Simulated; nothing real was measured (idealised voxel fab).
You're looking at the process module voxel self aligned vias.
Section shown: cut. Width: 225 nm. Cell size: 5 nm, square.
When this document writes out a cross-section, it uses a grid of square cells and lists it as bands, beginning at the top and moving down, with a band standing for one or more rows of cells. Top height, bottom height, nm. Materials left to right, width each, nm. Single material + "all across" = fills band edge to edge. "blank" = empty. The reference from which all heights are counted is 0, the level beneath which the as-received wafer is entirely one material; the lowest band, having no lower bound, proceeds downward and is written after the example "top 0, no bottom". The two numbers in a width such as "30..40" mark its ends across the band: the first belongs to the top row of cells, the second to the bottom row, and from each row to the next the width moves by the same amount. Take "nothing different" at face value: in the step it is given for, the cross-section changed in none of its cells. Entry "Enclosed void listing" = empty spaces >= 8 cells with no open way to the top; each as width x height at distance, distance from left edge, all nm. If you see something after the settings on a step's line, that's the simulator's own remark about that step. overlay nm: how far to the right of its planned place the mask lay on this masked step (negative: to the left).

THESE ARE THE STEPS WE PLANNED FOR THE PROCESS
1,RECEIVE, material Si
2,CONFORMAL_DEP, material SiO2, thk nm 10
3,CONFORMAL_DEP, material SiCN, thk nm 5
4,DIRECTIONAL_DEP, material SiO2, thk nm 20
5,MASKED_ETCH, tone open, mask id LINES, width nm 30, pitch nm 70, etch materials SiO2, depth nm 20, overlay nm 0
6,CONFORMAL_DEP, material TiN, thk nm 5
7,FILL_DEP, material W, thk nm 5
8,CMP, height nm 35
9,SELECTIVE_ETCH, etch materials W Ru TiN, depth nm 10
10,FILL_DEP, material SiN, thk nm 5
11,CMP, height nm 25
12,DIRECTIONAL_DEP, material SiO2, thk nm 20
13,DIRECTIONAL_DEP, material aC, thk nm 10
14,PATTERN, tone open, mask id VIAS, material resist, width nm 40, pitch nm 140, thk nm 25, overlay nm 0
15,DIRECTIONAL_ETCH, etch materials aC, depth nm 10
16,STRIP, etch materials resist
17,DIRECTIONAL_ETCH, etch materials SiO2, depth nm 20
18,DIRECTIONAL_ETCH, etch materials SiN, depth nm 10
19,STRIP, etch materials aC
20,CONFORMAL_DEP, material TiN, thk nm 5
21,FILL_DEP, material Ru, thk nm 5
22,CMP, height nm 55
23,CONFORMAL_DEP, material SiCN, thk nm 5
The plan's step 11 height nm is the first wafer's value; the wafers differ in this setting and start identical.

FIRST OF SEVERAL WAFERS, RECEIVED AFTER STEP 1, IN CROSS-SECTION
	top 0, no bottom | Si all across
	Enclosed void listing: none

WHAT FOLLOWS IS A TABLE IN WHICH EACH WAFER OCCUPIES A ROW; FOR THE WAFER AS IT STANDS AT THE CLOSE OF THE MODULE, THE ROW STATES, MATERIAL BY MATERIAL, HOW MANY CELLS HAVE BEEN GAINED (+) OR LOST (-) SINCE RECEIPT, AND THEN GIVES ITS CLOSED VOIDS
height nm 25; +93 Ru; +90 SiCN; +260 SiO2; +85 TiN; +12 W; Enclosed void listing: none
height nm 30; +56 Ru; +90 SiCN; +6 SiN; +287 SiO2; +89 TiN; +12 W; Enclosed void listing: none
height nm 35; +52 Ru; +90 SiCN; +12 SiN; +314 SiO2; +60 TiN; +12 W; Enclosed void listing: none
height nm 40; +44 Ru; +90 SiCN; +53 SiN; +285 SiO2; +56 TiN; +12 W; Enclosed void listing: none
